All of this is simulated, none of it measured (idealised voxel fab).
Presented below is a process module, voxel spacer lines.
It is cross-section cut that appears here, measuring 280 nm in width, its square cells being 5 nm in size.
Think of the cross-section as a grid of square cells. We describe it in bands, top to bottom, and each band covers one or more rows of those cells.
Top height, bottom height, nm. Materials left to right, width each, nm. Single material + "edge to edge" = fills band edge to edge. "air" = empty.
Heights are measured from 0, the level below which the as-received wafer is all one material; the lowest band has no bottom and continues downward, written as in "0..down".
The notation "30->40" denotes a width that varies across the rows of cells in the band, beginning at the first number in the top row, finishing at the second number in the bottom row, and changing by an identical amount from each row to the next.
The designation "nothing changed", where it is given for a processing step, indicates that no cell of the cross-section was altered in the course of that step.
Any empty space of 8 cells or more lacking an open way to the top shows up in "Internal closed voids" as width x height at distance, distance from the left edge, in nm.
It should be noted that, on the line of a given step, the content following the step's settings is a remark produced by the simulator itself with respect to that step.
You can add "overlay nm" to a step's line. For a step with a mask, it describes how far the mask lay to the right of its planned position, and a negative number describes a lay to the left.
**Steps planned for the process**
step 1: RECEIVE | material Si
step 2: CONFORMAL_DEP | material Al2O3 | thk nm 5
step 3: DIRECTIONAL_DEP | material SiN | thk nm 15
step 4: DIRECTIONAL_DEP | material polySi | thk nm 25
step 5: PATTERN | tone cover | mask id MANDREL | material resist | width nm 25 | pitch nm 70 | thk nm 30 | overlay nm 0
step 6: DIRECTIONAL_ETCH | etch materials polySi | depth nm 25
step 7: STRIP | etch materials resist
step 8: CONFORMAL_DEP | material SiO2 | thk nm 10
step 9: DIRECTIONAL_ETCH | etch materials SiO2 | depth nm 10
step 10: STRIP | etch materials polySi
step 11: DIRECTIONAL_ETCH | etch materials SiN | depth nm 15
step 12: STRIP | etch materials SiO2
Every wafer here starts from the same state; it is the step 2 thk nm that distinguishes them, and the value the plan gives belongs to the first wafer.
**First of several wafers (as received, post step 1), cross-sectional view**
- 0..down: Si edge to edge
- Internal closed voids: none
**Each row below is a wafer at the end of the module, listing for every material the number of cells it has gained (+) or lost (-) since it was received, followed by its closed voids**
thk nm 5; +56 Al2O3; +36 SiN; Internal closed voids: none
thk nm 10; +112 Al2O3; +36 SiN; Internal closed voids: none
thk nm 15; +168 Al2O3; +36 SiN; Internal closed voids: none
thk nm 20; +224 Al2O3; +36 SiN; Internal closed voids: none
